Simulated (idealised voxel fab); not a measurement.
This section sets out a process module, namely voxel transistor to metal.
In the cross-section labelled cut, the width is 160 nm and each square cell is 5 nm.
How to read a cross-section here: the picture is a grid of square cells, written as bands going from the top down, and any band can span one or more rows of cells. Quick guide to a band line: top height, bottom height (nm) up front; then every material left to right with its width in nm. Only one material and it's marked "all across"? Then it fills the band edge to edge. And "empty" just means empty space. Zero point of the height axis is 0; under it, received wafer = one material. Lowest band: continues down indefinitely, "top 0, no bottom". The notation "30 to 40" denotes a width that varies across the rows of cells in the band, beginning at the first number in the top row, finishing at the second number in the bottom row, and changing by an identical amount from each row to the next. No cell of the cross-section changed in a step that is given as "no alteration". "Unvented cavities" means: voids of 8 cells or more that are shut off from the top with no open way through. Written width x height at distance, distance from the left edge, in nm. Step line, after settings: the simulator's comment on this step. You can add "overlay nm" to a step's line. For a step with a mask, it describes how far the mask lay to the right of its planned position, and a negative number describes a lay to the left.

### Process steps - plan
- 1: RECEIVE: material Si
- 2: CONFORMAL_DEP: material SiO2, thk nm 5
- 3: CONFORMAL_DEP: material SiN, thk nm 10
- 4: PATTERN: tone cover, mask id ACTIVE, material resist, width nm 125, thk nm 20, overlay nm 0
- 5: DIRECTIONAL_ETCH: etch materials SiN, depth nm 10
- 6: DIRECTIONAL_ETCH: etch materials SiO2, depth nm 5
- 7: DIRECTIONAL_ETCH: etch materials Si, depth nm 35
- 8: STRIP: etch materials resist
- 9: FILL_DEP: material SiO2, thk nm 15
- 10: CMP: height nm 15
- 11: SELECTIVE_ETCH: etch materials SiO2, depth nm 5
- 12: STRIP: etch materials SiN
- 13: SELECTIVE_ETCH: etch materials SiO2, depth nm 5
- 14: OXIDIZE: depth nm 5
- 15: DIRECTIONAL_DEP: material polySi, thk nm 20
- 16: DIRECTIONAL_DEP: material SiCN, thk nm 10
- 17: PATTERN: tone cover, mask id GATE, material resist, width nm 35, thk nm 15, overlay nm 0
- 18: DIRECTIONAL_ETCH: etch materials SiCN, depth nm 20
- 19: DIRECTIONAL_ETCH: etch materials polySi, depth nm 30
- 20: STRIP: etch materials resist
- 21: CONFORMAL_DEP: material SiO2, thk nm 5
- 22: DIRECTIONAL_ETCH: etch materials SiO2, depth nm 5
- 23: CONFORMAL_DEP: material SiN, thk nm 5
- 24: DIRECTIONAL_ETCH: etch materials SiN, depth nm 5
- 25: DIRECTIONAL_ETCH: etch materials SiO2, depth nm 5
- 26: DIRECTIONAL_ETCH: etch materials Si, depth nm 5
- 27: EPI: material SiGe, thk nm 5
- 28: FILL_DEP: material SiO2, thk nm 5
- 29: CMP: height nm 20
- 30: STRIP: etch materials polySi
- 31: SELECTIVE_ETCH: etch materials SiO2, depth nm 5
- 32: CONFORMAL_DEP: material HfO2, thk nm 5
- 33: CONFORMAL_DEP: material TiN, thk nm 5
- 34: FILL_DEP: material W, thk nm 5
- 35: CMP: height nm 15
- 36: DIRECTIONAL_DEP: material SiO2, thk nm 15
- 37: MASKED_ETCH: tone open, mask id CONTACT, width nm 20, pitch nm 85, etch materials SiO2, depth nm 35, overlay nm 0
- 38: CONFORMAL_DEP: material TiN, thk nm 5
- 39: FILL_DEP: material Ru, thk nm 5
- 40: CMP: height nm 30
- 41: CONFORMAL_DEP: material SiN, thk nm 5
- 42: DIRECTIONAL_DEP: material lowk, thk nm 20
- 43: PATTERN: tone open, mask id METAL_1, material resist, width nm 20, pitch nm 85, thk nm 20, overlay nm -10
- 44: DIRECTIONAL_ETCH: etch materials lowk, depth nm 20
- 45: DIRECTIONAL_ETCH: etch materials SiN, depth nm 5
- 46: STRIP: etch materials resist
- 47: CONFORMAL_DEP: material TiN, thk nm 5
- 48: FILL_DEP: material Ru, thk nm 5
- 49: CMP: height nm 55
- 50: CONFORMAL_DEP: material SiCN, thk nm 5
- 51: DIRECTIONAL_DEP: material SiO2, thk nm 30
- 52: PATTERN: tone open, mask id METAL_2_HOLES, material resist, width nm 15, pitch nm 85, thk nm 20, overlay nm 0
- 53: DIRECTIONAL_ETCH: etch materials SiO2, depth nm 30
- 54: STRIP: etch materials resist
- 55: PATTERN: tone open, mask id METAL_2, material resist, width nm 20, pitch nm 85, thk nm 15, overlay nm 0
- 56: DIRECTIONAL_ETCH: etch materials SiO2, depth nm 15
- 57: DIRECTIONAL_ETCH: etch materials SiCN, depth nm 5
- 58: STRIP: etch materials resist
- 59: CONFORMAL_DEP: material TiN, thk nm 5
- 60: FILL_DEP: material Cu, thk nm 10
- 61: CMP: height nm 90
- 62: CONFORMAL_DEP: material SiN, thk nm 5
Wafer-to-wafer difference: overlay nm, step 43. Common start. Plan = first wafer's value.

### Cross-section of the first of several wafers on receipt, reflecting completion of step 1
  top 0, no bottom: Si all across
  Unvented cavities: none

### Take any row and you have a wafer at the end of the module: how many cells of each material it has gained (+) or lost (-) since it was received, and then its closed voids
overlay nm -10, +16 Cu, +15 HfO2, +40 Ru, -86 Si, +26 SiCN, +16 SiGe, +64 SiN, +312 SiO2, +99 TiN, +10 W, +96 lowk, Unvented cavities: none
overlay nm -5, +16 Cu, +15 HfO2, +40 Ru, -86 Si, +26 SiCN, +16 SiGe, +64 SiN, +312 SiO2, +99 TiN, +10 W, +96 lowk, Unvented cavities: none
overlay nm 0, +16 Cu, +15 HfO2, +40 Ru, -86 Si, +26 SiCN, +16 SiGe, +64 SiN, +312 SiO2, +99 TiN, +10 W, +96 lowk, Unvented cavities: none
overlay nm 5, +16 Cu, +15 HfO2, +40 Ru, -86 Si, +26 SiCN, +16 SiGe, +64 SiN, +312 SiO2, +99 TiN, +10 W, +96 lowk, Unvented cavities: none
overlay nm 10, +16 Cu, +15 HfO2, +40 Ru, -86 Si, +26 SiCN, +16 SiGe, +64 SiN, +312 SiO2, +99 TiN, +10 W, +96 lowk, Unvented cavities: none
overlay nm 15, +16 Cu, +15 HfO2, +40 Ru, -86 Si, +26 SiCN, +16 SiGe, +64 SiN, +312 SiO2, +99 TiN, +10 W, +96 lowk, Unvented cavities: none
